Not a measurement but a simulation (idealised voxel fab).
This is a process module. Its name is voxel transistor to metal.
Xsec cut, 155 nm wide, square cell size 5 nm.
Cross-section = grid of square cells, listed top down in bands; band = one or more rows. First you get the band's top height and its bottom height, in nm, and then the materials it's made of, left to right, with each width in nm. If you see a single material with "full width", that one covers the band edge to edge. "blank" is empty space. Heads up on the height convention: 0 is the point under which the incoming wafer is all one material, and the lowest band has no bottom, it just keeps going down, like "0..down". So if you see something like "30..40" for the width, read it as the top row of the band sitting at the first number and the bottom row at the second, with every row in between moving by the same amount as the last. "left unchanged" after a step means that no cell of the cross-section changed. Voids not open to the top, 8 cells minimum: see "Unvented cavities". Written width x height at distance; distance is from the left edge; nm. Step line, after settings: the simulator's comment on this step. overlay nm, on a step with a mask: how far to the right of its planned place the mask lay; to the left if negative.

**Process steps - plan**
1: RECEIVE, material Si
2: OXIDIZE, depth nm 5
3: CONFORMAL_DEP, material SiN, thk nm 10
4: MASKED_ETCH, tone cover, mask id ACTIVE, width nm 105, etch materials SiN, depth nm 10, overlay nm 0
5: MASKED_ETCH, tone cover, mask id ACTIVE, width nm 105, etch materials SiO2, depth nm 5, overlay nm 0
6: MASKED_ETCH, tone cover, mask id ACTIVE, width nm 105, etch materials Si, depth nm 25, overlay nm 0
7: OXIDIZE, depth nm 5
8: FILL_DEP, material SiO2, thk nm 5
9: CMP, height nm 10
10: SELECTIVE_ETCH, etch materials SiO2, depth nm 10
11: STRIP, etch materials SiN
12: SELECTIVE_ETCH, etch materials SiO2, depth nm 5
13: OXIDIZE, depth nm 5
14: DIRECTIONAL_DEP, material polySi, thk nm 30
15: DIRECTIONAL_DEP, material SiCN, thk nm 15
16: DIRECTIONAL_DEP, material aC, thk nm 15
17: PATTERN, tone cover, mask id GATE, material resist, width nm 25, thk nm 30, overlay nm 0
18: DIRECTIONAL_ETCH, etch materials aC, depth nm 15
19: STRIP, etch materials resist
20: DIRECTIONAL_ETCH, etch materials SiCN, depth nm 25
21: DIRECTIONAL_ETCH, etch materials polySi, depth nm 40
22: STRIP, etch materials aC
23: CONFORMAL_DEP, material SiO2, thk nm 5
24: DIRECTIONAL_ETCH, etch materials SiO2, depth nm 5
25: CONFORMAL_DEP, material SiN, thk nm 5
26: DIRECTIONAL_ETCH, etch materials SiN, depth nm 5
27: DIRECTIONAL_ETCH, etch materials SiO2, depth nm 5
28: EPI, material nSi, thk nm 5
29: FILL_DEP, material SiO2, thk nm 10
30: CMP, height nm 25
31: STRIP, etch materials polySi
32: SELECTIVE_ETCH, etch materials SiO2, depth nm 5
33: CONFORMAL_DEP, material HfO2, thk nm 5
34: CONFORMAL_DEP, material TiN, thk nm 5
35: FILL_DEP, material W, thk nm 5
36: CMP, height nm 20
37: DIRECTIONAL_DEP, material SiO2, thk nm 15
38: DIRECTIONAL_DEP, material aC, thk nm 15
39: PATTERN, tone open, mask id CONTACT, material resist, width nm 20, pitch nm 75, thk nm 35, overlay nm 0
40: DIRECTIONAL_ETCH, etch materials aC, depth nm 15
41: STRIP, etch materials resist
42: DIRECTIONAL_ETCH, etch materials SiO2, depth nm 40
43: STRIP, etch materials aC
44: CONFORMAL_DEP, material TiN, thk nm 5
45: FILL_DEP, material W, thk nm 5
46: CMP, height nm 35
47: CONFORMAL_DEP, material SiCN, thk nm 5
48: DIRECTIONAL_DEP, material lowk, thk nm 25
49: PATTERN, tone open, mask id METAL_1, material resist, width nm 20, pitch nm 75, thk nm 20, overlay nm 0
50: DIRECTIONAL_ETCH, etch materials lowk, depth nm 25
51: DIRECTIONAL_ETCH, etch materials SiCN, depth nm 5
52: STRIP, etch materials resist
53: CONFORMAL_DEP, material TiN, thk nm 5
54: FILL_DEP, material Ru, thk nm 5
55: CMP, height nm 65
56: EPI, material Ru, thk nm 5
57: FILL_DEP, material SiCN, thk nm 5
58: DIRECTIONAL_DEP, material SiO2, thk nm 30
59: PATTERN, tone open, mask id METAL_2_HOLES, material resist, width nm 15, pitch nm 75, thk nm 15, overlay nm 0
60: DIRECTIONAL_ETCH, etch materials SiO2, depth nm 30
61: STRIP, etch materials resist
62: DIRECTIONAL_DEP, material aC, thk nm 10
63: PATTERN, tone open, mask id METAL_2, material resist, width nm 20, pitch nm 75, thk nm 25, overlay nm 0
64: DIRECTIONAL_ETCH, etch materials aC, depth nm 10
65: STRIP, etch materials resist
66: DIRECTIONAL_ETCH, etch materials SiO2, depth nm 15
67: DIRECTIONAL_ETCH, etch materials SiCN, depth nm 5
68: STRIP, etch materials aC
69: CONFORMAL_DEP, material TiN, thk nm 5
70: FILL_DEP, material Cu, thk nm 10
71: CMP, height nm 105
72: CONFORMAL_DEP, material SiCN, thk nm 5

**first wafer, as planned**

**Cross-section, incoming material, after step 1**
    0..down  Si full width
    Unvented cavities: none

**The following cross-section depicts the wafer upon completion of step 2**
    0..-5  SiO2 full width
    Everything below -5 is unchanged.

**The following cross-section depicts the wafer upon completion of step 3**
    10..0  SiN full width
    Everything below 0 is unchanged.

**The following cross-section depicts the wafer upon completion of step 4**
    10..0  blank 25, SiN 105, blank 25
    Everything below 0 is unchanged.

**The following cross-section depicts the wafer upon completion of step 5**
    10..0  blank 25, SiN 105, blank 25
    0..-5  blank 25, SiO2 105, blank 25
    Everything below -5 is unchanged.

**The following cross-section depicts the wafer upon completion of step 6**
    10..0  blank 25, SiN 105, blank 25
    0..-5  blank 25, SiO2 105, blank 25
    -5..-30  blank 25, Si 105, blank 25
    Everything below -30 is unchanged.

**The following cross-section depicts the wafer upon completion of step 7**
    10..0  blank 25, SiN 105, blank 25
    0..-5  blank 25, SiO2 105, blank 25
    -5..-30  blank 25, SiO2 5, Si 95, SiO2 5, blank 25
    -30..-35  SiO2 30, Si 95, SiO2 30
    Everything below -35 is unchanged.

**The following cross-section depicts the wafer upon completion of step 8**
    15..10  SiO2 full width
    10..0  SiO2 25, SiN 105, SiO2 25
    0..-5  SiO2 full width
    -5..-35  SiO2 30, Si 95, SiO2 30
    Everything below -35 is unchanged.

**The following cross-section depicts the wafer upon completion of step 9**
    10..0  SiO2 25, SiN 105, SiO2 25
    Everything below 0 is unchanged.

**The following cross-section depicts the wafer upon completion of step 10**
    10..0  blank 25, SiN 105, blank 25
    Everything below 0 is unchanged.

**The following cross-section depicts the wafer upon completion of step 11**
    0..-5  SiO2 full width
    Everything below -5 is unchanged.

**The following cross-section depicts the wafer upon completion of step 12**
    -5..-35  SiO2 30, Si 95, SiO2 30
    Everything below -35 is unchanged.

**The following cross-section depicts the wafer upon completion of step 13**
    -5..-10  SiO2 full width
    Everything below -10 is unchanged.

**The following cross-section depicts the wafer upon completion of step 14**
    25..-5  polySi full width
    Everything below -5 is unchanged.

**The following cross-section depicts the wafer upon completion of step 15**
    40..25  SiCN full width
    Everything below 25 is unchanged.

**The following cross-section depicts the wafer upon completion of step 16**
    55..40  aC full width
    Everything below 40 is unchanged.

**The following cross-section depicts the wafer upon completion of step 17**
    85..55  blank 65, resist 25, blank 65
    Everything below 55 is unchanged.

**The following cross-section depicts the wafer upon completion of step 18**
    70..55  blank 65, resist 25, blank 65
    55..40  blank 65, aC 25, blank 65
    Everything below 40 is unchanged.

**The following cross-section depicts the wafer upon completion of step 19**
    55..40  blank 65, aC 25, blank 65
    Everything below 40 is unchanged.

**The following cross-section depicts the wafer upon completion of step 20**
    55..40  blank 65, aC 25, blank 65
    40..25  blank 65, SiCN 25, blank 65
    Everything below 25 is unchanged.

**The following cross-section depicts the wafer upon completion of step 21**
    55..40  blank 65, aC 25, blank 65
    40..25  blank 65, SiCN 25, blank 65
    25..-5  blank 65, polySi 25, blank 65
    Everything below -5 is unchanged.

**The following cross-section depicts the wafer upon completion of step 22**
    40..25  blank 65, SiCN 25, blank 65
    Everything below 25 is unchanged.

**The following cross-section depicts the wafer upon completion of step 23**
    45..40  blank 60, SiO2 35, blank 60
    40..25  blank 60, SiO2 5, SiCN 25, SiO2 5, blank 60
    25..0  blank 60, SiO2 5, polySi 25, SiO2 5, blank 60
    0..-5  SiO2 65, polySi 25, SiO2 65
    Everything below -5 is unchanged.

**The following cross-section depicts the wafer upon completion of step 24**
    40..25  blank 60, SiO2 5, SiCN 25, SiO2 5, blank 60
    25..-5  blank 60, SiO2 5, polySi 25, SiO2 5, blank 60
    Everything below -5 is unchanged.

**The following cross-section depicts the wafer upon completion of step 25**
    45..40  blank 55, SiN 45, blank 55
    40..25  blank 55, SiN 5, SiO2 5, SiCN 25, SiO2 5, SiN 5, blank 55
    25..0  blank 55, SiN 5, SiO2 5, polySi 25, SiO2 5, SiN 5, blank 55
    0..-5  SiN 60, SiO2 5, polySi 25, SiO2 5, SiN 60
    Everything below -5 is unchanged.

**The following cross-section depicts the wafer upon completion of step 26**
    40..25  blank 55, SiN 5, SiO2 5, SiCN 25, SiO2 5, SiN 5, blank 55
    25..-5  blank 55, SiN 5, SiO2 5, polySi 25, SiO2 5, SiN 5, blank 55
    Everything below -5 is unchanged.

**The following cross-section depicts the wafer upon completion of step 27**
    40..35  blank 55, SiN 5, blank 5, SiCN 25, blank 5, SiN 5, blank 55
    35..25  blank 55, SiN 5, SiO2 5, SiCN 25, SiO2 5, SiN 5, blank 55
    25..-5  blank 55, SiN 5, SiO2 5, polySi 25, SiO2 5, SiN 5, blank 55
    -5..-10  blank 55, SiO2 45, blank 55
    Everything below -10 is unchanged.

**The following cross-section depicts the wafer upon completion of step 28**
    40..35  blank 55, SiN 5, blank 5, SiCN 25, blank 5, SiN 5, blank 55
    35..25  blank 55, SiN 5, SiO2 5, SiCN 25, SiO2 5, SiN 5, blank 55
    25..-5  blank 55, SiN 5, SiO2 5, polySi 25, SiO2 5, SiN 5, blank 55
    -5..-10  blank 25, nSi 30, SiO2 45, nSi 30, blank 25
    Everything below -10 is unchanged.

**The following cross-section depicts the wafer upon completion of step 29**
    50..40  SiO2 full width
    40..25  SiO2 55, SiN 5, SiO2 5, SiCN 25, SiO2 5, SiN 5, SiO2 55
    25..-5  SiO2 55, SiN 5, SiO2 5, polySi 25, SiO2 5, SiN 5, SiO2 55
    -5..-10  SiO2 25, nSi 30, SiO2 45, nSi 30, SiO2 25
    Everything below -10 is unchanged.

**The following cross-section depicts the wafer upon completion of step 30**
    25..-5  SiO2 55, SiN 5, SiO2 5, polySi 25, SiO2 5, SiN 5, SiO2 55
    Everything below -5 is unchanged.

**The following cross-section depicts the wafer upon completion of step 31**
    25..-5  SiO2 55, SiN 5, SiO2 5, blank 25, SiO2 5, SiN 5, SiO2 55
    Everything below -5 is unchanged.

**The following cross-section depicts the wafer upon completion of step 32**
    25..20  blank 55, SiN 5, blank 35, SiN 5, blank 55
    20..-5  SiO2 55, SiN 5, blank 35, SiN 5, SiO2 55
    -5..-10  SiO2 25, nSi 30, SiO2 5, blank 35, SiO2 5, nSi 30, SiO2 25
    Everything below -10 is unchanged.

**The following cross-section depicts the wafer upon completion of step 33**
    30..25  blank 50, HfO2 15, blank 25, HfO2 15, blank 50
    25..20  HfO2 55, SiN 5, HfO2 5, blank 25, HfO2 5, SiN 5, HfO2 55
    20..-5  SiO2 55, SiN 5, HfO2 5, blank 25, HfO2 5, SiN 5, SiO2 55
    -5..-10  SiO2 25, nSi 30, SiO2 5, HfO2 35, SiO2 5, nSi 30, SiO2 25
    Everything below -10 is unchanged.

**The following cross-section depicts the wafer upon completion of step 34**
    35..30  blank 45, TiN 25, blank 15, TiN 25, blank 45
    30..25  TiN 50, HfO2 15, TiN 5, blank 15, TiN 5, HfO2 15, TiN 50
    25..20  HfO2 55, SiN 5, HfO2 5, TiN 5, blank 15, TiN 5, HfO2 5, SiN 5, HfO2 55
    20..0  SiO2 55, SiN 5, HfO2 5, TiN 5, blank 15, TiN 5, HfO2 5, SiN 5, SiO2 55
    0..-5  SiO2 55, SiN 5, HfO2 5, TiN 25, HfO2 5, SiN 5, SiO2 55
    Everything below -5 is unchanged.

**The following cross-section depicts the wafer upon completion of step 35**
    40..35  W full width
    35..30  W 45, TiN 25, W 15, TiN 25, W 45
    30..25  TiN 50, HfO2 15, TiN 5, W 15, TiN 5, HfO2 15, TiN 50
    25..20  HfO2 55, SiN 5, HfO2 5, TiN 5, W 15, TiN 5, HfO2 5, SiN 5, HfO2 55
    20..0  SiO2 55, SiN 5, HfO2 5, TiN 5, W 15, TiN 5, HfO2 5, SiN 5, SiO2 55
    Everything below 0 is unchanged.

**The following cross-section depicts the wafer upon completion of step 36**
    20..0  SiO2 55, SiN 5, HfO2 5, TiN 5, W 15, TiN 5, HfO2 5, SiN 5, SiO2 55
    Everything below 0 is unchanged.

**The following cross-section depicts the wafer upon completion of step 37**
    35..20  SiO2 full width
    Everything below 20 is unchanged.

**The following cross-section depicts the wafer upon completion of step 38**
    50..35  aC full width
    Everything below 35 is unchanged.

**The following cross-section depicts the wafer upon completion of step 39**
    85..50  resist 30, blank 20, resist 55, blank 20, resist 30
    Everything below 50 is unchanged.

**The following cross-section depicts the wafer upon completion of step 40**
    70..50  resist 30, blank 20, resist 55, blank 20, resist 30
    50..35  aC 30, blank 20, aC 55, blank 20, aC 30
    Everything below 35 is unchanged.

**The following cross-section depicts the wafer upon completion of step 41**
    50..35  aC 30, blank 20, aC 55, blank 20, aC 30
    Everything below 35 is unchanged.

**The following cross-section depicts the wafer upon completion of step 42**
    50..35  aC 30, blank 20, aC 55, blank 20, aC 30
    35..20  SiO2 30, blank 20, SiO2 55, blank 20, SiO2 30
    20..0  SiO2 30, blank 20, SiO2 5, SiN 5, HfO2 5, TiN 5, W 15, TiN 5, HfO2 5, SiN 5, SiO2 5, blank 20, SiO2 30
    0..-5  SiO2 30, blank 20, SiO2 5, SiN 5, HfO2 5, TiN 25, HfO2 5, SiN 5, SiO2 5, blank 20, SiO2 30
    Everything below -5 is unchanged.

**The following cross-section depicts the wafer upon completion of step 43**
    35..20  SiO2 30, blank 20, SiO2 55, blank 20, SiO2 30
    Everything below 20 is unchanged.

**The following cross-section depicts the wafer upon completion of step 44**
    40..35  TiN 35, blank 10, TiN 65, blank 10, TiN 35
    35..20  SiO2 30, TiN 5, blank 10, TiN 5, SiO2 55, TiN 5, blank 10, TiN 5, SiO2 30
    20..0  SiO2 30, TiN 5, blank 10, TiN 5, SiO2 5, SiN 5, HfO2 5, TiN 5, W 15, TiN 5, HfO2 5, SiN 5, SiO2 5, TiN 5, blank 10, TiN 5, SiO2 30
    0..-5  SiO2 30, TiN 20, SiO2 5, SiN 5, HfO2 5, TiN 25, HfO2 5, SiN 5, SiO2 5, TiN 20, SiO2 30
    Everything below -5 is unchanged.

**The following cross-section depicts the wafer upon completion of step 45**
    45..40  W full width
    40..35  TiN 35, W 10, TiN 65, W 10, TiN 35
    35..20  SiO2 30, TiN 5, W 10, TiN 5, SiO2 55, TiN 5, W 10, TiN 5, SiO2 30
    20..0  SiO2 30, TiN 5, W 10, TiN 5, SiO2 5, SiN 5, HfO2 5, TiN 5, W 15, TiN 5, HfO2 5, SiN 5, SiO2 5, TiN 5, W 10, TiN 5, SiO2 30
    Everything below 0 is unchanged.

**The following cross-section depicts the wafer upon completion of step 46**
    35..20  SiO2 30, TiN 5, W 10, TiN 5, SiO2 55, TiN 5, W 10, TiN 5, SiO2 30
    Everything below 20 is unchanged.

**The following cross-section depicts the wafer upon completion of step 47**
    40..35  SiCN full width
    Everything below 35 is unchanged.

**The following cross-section depicts the wafer upon completion of step 48**
    65..40  lowk full width
    Everything below 40 is unchanged.

**The following cross-section depicts the wafer upon completion of step 49**
    85..65  resist 30, blank 20, resist 55, blank 20, resist 30
    Everything below 65 is unchanged.

**The following cross-section depicts the wafer upon completion of step 50**
    85..65  resist 30, blank 20, resist 55, blank 20, resist 30
    65..40  lowk 30, blank 20, lowk 55, blank 20, lowk 30
    Everything below 40 is unchanged.

**The following cross-section depicts the wafer upon completion of step 51**
    85..65  resist 30, blank 20, resist 55, blank 20, resist 30
    65..40  lowk 30, blank 20, lowk 55, blank 20, lowk 30
    40..35  SiCN 30, blank 20, SiCN 55, blank 20, SiCN 30
    Everything below 35 is unchanged.

**The following cross-section depicts the wafer upon completion of step 52**
    65..40  lowk 30, blank 20, lowk 55, blank 20, lowk 30
    Everything below 40 is unchanged.

**The following cross-section depicts the wafer upon completion of step 53**
    70..65  TiN 35, blank 10, TiN 65, blank 10, TiN 35
    65..40  lowk 30, TiN 5, blank 10, TiN 5, lowk 55, TiN 5, blank 10, TiN 5, lowk 30
    40..35  SiCN 30, TiN 20, SiCN 55, TiN 20, SiCN 30
    Everything below 35 is unchanged.

**The following cross-section depicts the wafer upon completion of step 54**
    75..70  Ru full width
    70..65  TiN 35, Ru 10, TiN 65, Ru 10, TiN 35
    65..40  lowk 30, TiN 5, Ru 10, TiN 5, lowk 55, TiN 5, Ru 10, TiN 5, lowk 30
    Everything below 40 is unchanged.

**The following cross-section depicts the wafer upon completion of step 55**
    65..40  lowk 30, TiN 5, Ru 10, TiN 5, lowk 55, TiN 5, Ru 10, TiN 5, lowk 30
    Everything below 40 is unchanged.

**The following cross-section depicts the wafer upon completion of step 56**
    70..65  blank 25, Ru 30, blank 45, Ru 30, blank 25
    Everything below 65 is unchanged.

**The following cross-section depicts the wafer upon completion of step 57**
    75..70  SiCN full width
    70..65  SiCN 25, Ru 30, SiCN 45, Ru 30, SiCN 25
    Everything below 65 is unchanged.

**The following cross-section depicts the wafer upon completion of step 58**
    105..75  SiO2 full width
    Everything below 75 is unchanged.

**The following cross-section depicts the wafer upon completion of step 59**
    120..105  resist 30, blank 15, resist 60, blank 15, resist 35
    Everything below 105 is unchanged.

**The following cross-section depicts the wafer upon completion of step 60**
    120..105  resist 30, blank 15, resist 60, blank 15, resist 35
    105..75  SiO2 30, blank 15, SiO2 60, blank 15, SiO2 35
    Everything below 75 is unchanged.

**The following cross-section depicts the wafer upon completion of step 61**
    105..75  SiO2 30, blank 15, SiO2 60, blank 15, SiO2 35
    Everything below 75 is unchanged.

**The following cross-section depicts the wafer upon completion of step 62**
    115..105  aC 30, blank 15, aC 60, blank 15, aC 35
    105..85  SiO2 30, blank 15, SiO2 60, blank 15, SiO2 35
    85..75  SiO2 30, aC 15, SiO2 60, aC 15, SiO2 35
    Everything below 75 is unchanged.

**The following cross-section depicts the wafer upon completion of step 63**
    140..115  resist 30, blank 20, resist 55, blank 20, resist 30
    Everything below 115 is unchanged.

**The following cross-section depicts the wafer upon completion of step 64**
    130..115  resist 30, blank 20, resist 55, blank 20, resist 30
    115..105  aC 30, blank 20, aC 55, blank 20, aC 30
    105..75  SiO2 30, blank 15, SiO2 60, blank 15, SiO2 35
    Everything below 75 is unchanged.

**The following cross-section depicts the wafer upon completion of step 65**
    115..105  aC 30, blank 20, aC 55, blank 20, aC 30
    Everything below 105 is unchanged.

**The following cross-section depicts the wafer upon completion of step 66**
    115..105  aC 30, blank 20, aC 55, blank 20, aC 30
    105..90  SiO2 30, blank 20, SiO2 55, blank 20, SiO2 30
    Everything below 90 is unchanged.

**The following cross-section depicts the wafer upon completion of step 67**
    115..105  aC 30, blank 20, aC 55, blank 20, aC 30
    105..90  SiO2 30, blank 20, SiO2 55, blank 20, SiO2 30
    90..75  SiO2 30, blank 15, SiO2 60, blank 15, SiO2 35
    75..70  SiCN 30, blank 15, SiCN 60, blank 15, SiCN 35
    Everything below 70 is unchanged.

**The following cross-section depicts the wafer upon completion of step 68**
    105..90  SiO2 30, blank 20, SiO2 55, blank 20, SiO2 30
    Everything below 90 is unchanged.

**The following cross-section depicts the wafer upon completion of step 69**
    110..105  TiN 35, blank 10, TiN 65, blank 10, TiN 35
    105..95  SiO2 30, TiN 5, blank 10, TiN 5, SiO2 55, TiN 5, blank 10, TiN 5, SiO2 30
    95..90  SiO2 30, TiN 5, blank 5, TiN 10, SiO2 55, TiN 5, blank 5, TiN 10, SiO2 30
    90..75  SiO2 30, TiN 5, blank 5, TiN 5, SiO2 60, TiN 5, blank 5, TiN 5, SiO2 35
    75..70  SiCN 30, TiN 15, SiCN 60, TiN 15, SiCN 35
    Everything below 70 is unchanged.

**The following cross-section depicts the wafer upon completion of step 70**
    120..110  Cu full width
    110..105  TiN 35, Cu 10, TiN 65, Cu 10, TiN 35
    105..95  SiO2 30, TiN 5, Cu 10, TiN 5, SiO2 55, TiN 5, Cu 10, TiN 5, SiO2 30
    95..90  SiO2 30, TiN 5, Cu 5, TiN 10, SiO2 55, TiN 5, Cu 5, TiN 10, SiO2 30
    90..75  SiO2 30, TiN 5, Cu 5, TiN 5, SiO2 60, TiN 5, Cu 5, TiN 5, SiO2 35
    Everything below 75 is unchanged.

**The following cross-section depicts the wafer upon completion of step 71**
    105..95  SiO2 30, TiN 5, Cu 10, TiN 5, SiO2 55, TiN 5, Cu 10, TiN 5, SiO2 30
    Everything below 95 is unchanged.

**The following cross-section depicts the wafer upon completion of step 72**
    110..105  SiCN full width
    Everything below 105 is unchanged.

**Notes, second wafer: start = first wafer's, plan = first wafer's, execution had one mistake; history identical to first through step 48**

**Here is the second wafer in cross-section at the point where step 49 of the plan should have been done**
    85..65  blank 30, resist 20, blank 55, resist 20, blank 30
    Everything below 65 is unchanged.

**Here is the second wafer in cross-section at the point where step 50 of the plan should have been done**
    85..65  blank 30, resist 20, blank 55, resist 20, blank 30
    65..40  blank 30, lowk 20, blank 55, lowk 20, blank 30
    Everything below 40 is unchanged.

**Here is the second wafer in cross-section at the point where step 51 of the plan should have been done**
    85..65  blank 30, resist 20, blank 55, resist 20, blank 30
    65..40  blank 30, lowk 20, blank 55, lowk 20, blank 30
    40..35  blank 30, SiCN 20, blank 55, SiCN 20, blank 30
    Everything below 35 is unchanged.

**Here is the second wafer in cross-section at the point where step 52 of the plan should have been done**
    65..40  blank 30, lowk 20, blank 55, lowk 20, blank 30
    Everything below 40 is unchanged.

**Here is the second wafer in cross-section at the point where step 53 of the plan should have been done**
    70..65  blank 25, TiN 30, blank 45, TiN 30, blank 25
    65..40  blank 25, TiN 5, lowk 20, TiN 5, blank 45, TiN 5, lowk 20, TiN 5, blank 25
    40..35  TiN 30, SiCN 20, TiN 55, SiCN 20, TiN 30
    Everything below 35 is unchanged.

**Here is the second wafer in cross-section at the point where step 54 of the plan should have been done**
    75..70  Ru full width
    70..65  Ru 25, TiN 30, Ru 45, TiN 30, Ru 25
    65..40  Ru 25, TiN 5, lowk 20, TiN 5, Ru 45, TiN 5, lowk 20, TiN 5, Ru 25
    Everything below 40 is unchanged.

**Here is the second wafer in cross-section at the point where step 55 of the plan should have been done**
    65..40  Ru 25, TiN 5, lowk 20, TiN 5, Ru 45, TiN 5, lowk 20, TiN 5, Ru 25
    Everything below 40 is unchanged.

**Here is the second wafer in cross-section at the point where step 56 of the plan should have been done**
    70..65  Ru 35, blank 10, Ru 65, blank 10, Ru 35
    Everything below 65 is unchanged.

**Here is the second wafer in cross-section at the point where step 57 of the plan should have been done**
    75..70  SiCN full width
    70..65  Ru 35, SiCN 10, Ru 65, SiCN 10, Ru 35
    Everything below 65 is unchanged.

**Here is the second wafer in cross-section at the point where step 58 of the plan should have been done**
    105..75  SiO2 full width
    Everything below 75 is unchanged.

**Here is the second wafer in cross-section at the point where step 59 of the plan should have been done**
    120..105  resist 30, blank 15, resist 60, blank 15, resist 35
    Everything below 105 is unchanged.

**Here is the second wafer in cross-section at the point where step 60 of the plan should have been done**
    120..105  resist 30, blank 15, resist 60, blank 15, resist 35
    105..75  SiO2 30, blank 15, SiO2 60, blank 15, SiO2 35
    Everything below 75 is unchanged.

**Here is the second wafer in cross-section at the point where step 61 of the plan should have been done**
    105..75  SiO2 30, blank 15, SiO2 60, blank 15, SiO2 35
    Everything below 75 is unchanged.

**Here is the second wafer in cross-section at the point where step 62 of the plan should have been done**
    115..105  aC 30, blank 15, aC 60, blank 15, aC 35
    105..85  SiO2 30, blank 15, SiO2 60, blank 15, SiO2 35
    85..75  SiO2 30, aC 15, SiO2 60, aC 15, SiO2 35
    Everything below 75 is unchanged.

**Here is the second wafer in cross-section at the point where step 63 of the plan should have been done**
    140..115  resist 30, blank 20, resist 55, blank 20, resist 30
    Everything below 115 is unchanged.

**Here is the second wafer in cross-section at the point where step 64 of the plan should have been done**
    130..115  resist 30, blank 20, resist 55, blank 20, resist 30
    115..105  aC 30, blank 20, aC 55, blank 20, aC 30
    105..75  SiO2 30, blank 15, SiO2 60, blank 15, SiO2 35
    Everything below 75 is unchanged.

**Here is the second wafer in cross-section at the point where step 65 of the plan should have been done**
    115..105  aC 30, blank 20, aC 55, blank 20, aC 30
    Everything below 105 is unchanged.

**Here is the second wafer in cross-section at the point where step 66 of the plan should have been done**
    115..105  aC 30, blank 20, aC 55, blank 20, aC 30
    105..90  SiO2 30, blank 20, SiO2 55, blank 20, SiO2 30
    Everything below 90 is unchanged.

**Here is the second wafer in cross-section at the point where step 67 of the plan should have been done**
    115..105  aC 30, blank 20, aC 55, blank 20, aC 30
    105..90  SiO2 30, blank 20, SiO2 55, blank 20, SiO2 30
    90..75  SiO2 30, blank 15, SiO2 60, blank 15, SiO2 35
    75..70  SiCN 30, blank 15, SiCN 60, blank 15, SiCN 35
    Everything below 70 is unchanged.

**Here is the second wafer in cross-section at the point where step 68 of the plan should have been done**
    105..90  SiO2 30, blank 20, SiO2 55, blank 20, SiO2 30
    Everything below 90 is unchanged.

**Here is the second wafer in cross-section at the point where step 69 of the plan should have been done**
    110..105  TiN 35, blank 10, TiN 65, blank 10, TiN 35
    105..95  SiO2 30, TiN 5, blank 10, TiN 5, SiO2 55, TiN 5, blank 10, TiN 5, SiO2 30
    95..90  SiO2 30, TiN 5, blank 5, TiN 10, SiO2 55, TiN 5, blank 5, TiN 10, SiO2 30
    90..75  SiO2 30, TiN 5, blank 5, TiN 5, SiO2 60, TiN 5, blank 5, TiN 5, SiO2 35
    75..70  SiCN 30, TiN 15, SiCN 60, TiN 15, SiCN 35
    Everything below 70 is unchanged.

**Here is the second wafer in cross-section at the point where step 70 of the plan should have been done**
    120..110  Cu full width
    110..105  TiN 35, Cu 10, TiN 65, Cu 10, TiN 35
    105..95  SiO2 30, TiN 5, Cu 10, TiN 5, SiO2 55, TiN 5, Cu 10, TiN 5, SiO2 30
    95..90  SiO2 30, TiN 5, Cu 5, TiN 10, SiO2 55, TiN 5, Cu 5, TiN 10, SiO2 30
    90..75  SiO2 30, TiN 5, Cu 5, TiN 5, SiO2 60, TiN 5, Cu 5, TiN 5, SiO2 35
    Everything below 75 is unchanged.

**Here is the second wafer in cross-section at the point where step 71 of the plan should have been done**
    105..95  SiO2 30, TiN 5, Cu 10, TiN 5, SiO2 55, TiN 5, Cu 10, TiN 5, SiO2 30
    Everything below 95 is unchanged.

**Here is the second wafer in cross-section at the point where step 72 of the plan should have been done**
    110..105  SiCN full width
    Everything below 105 is unchanged.
Error vs. plan: not per plan at step 49, really ran PATTERN, tone cover, mask id METAL_1, material resist, width nm 20, pitch nm 75, thk nm 20, overlay nm 0
Looking at both finished wafers in cells, the second ends up ahead of or behind the first on some materials: Ru +90 | SiCN -30 | TiN +15 | lowk -75
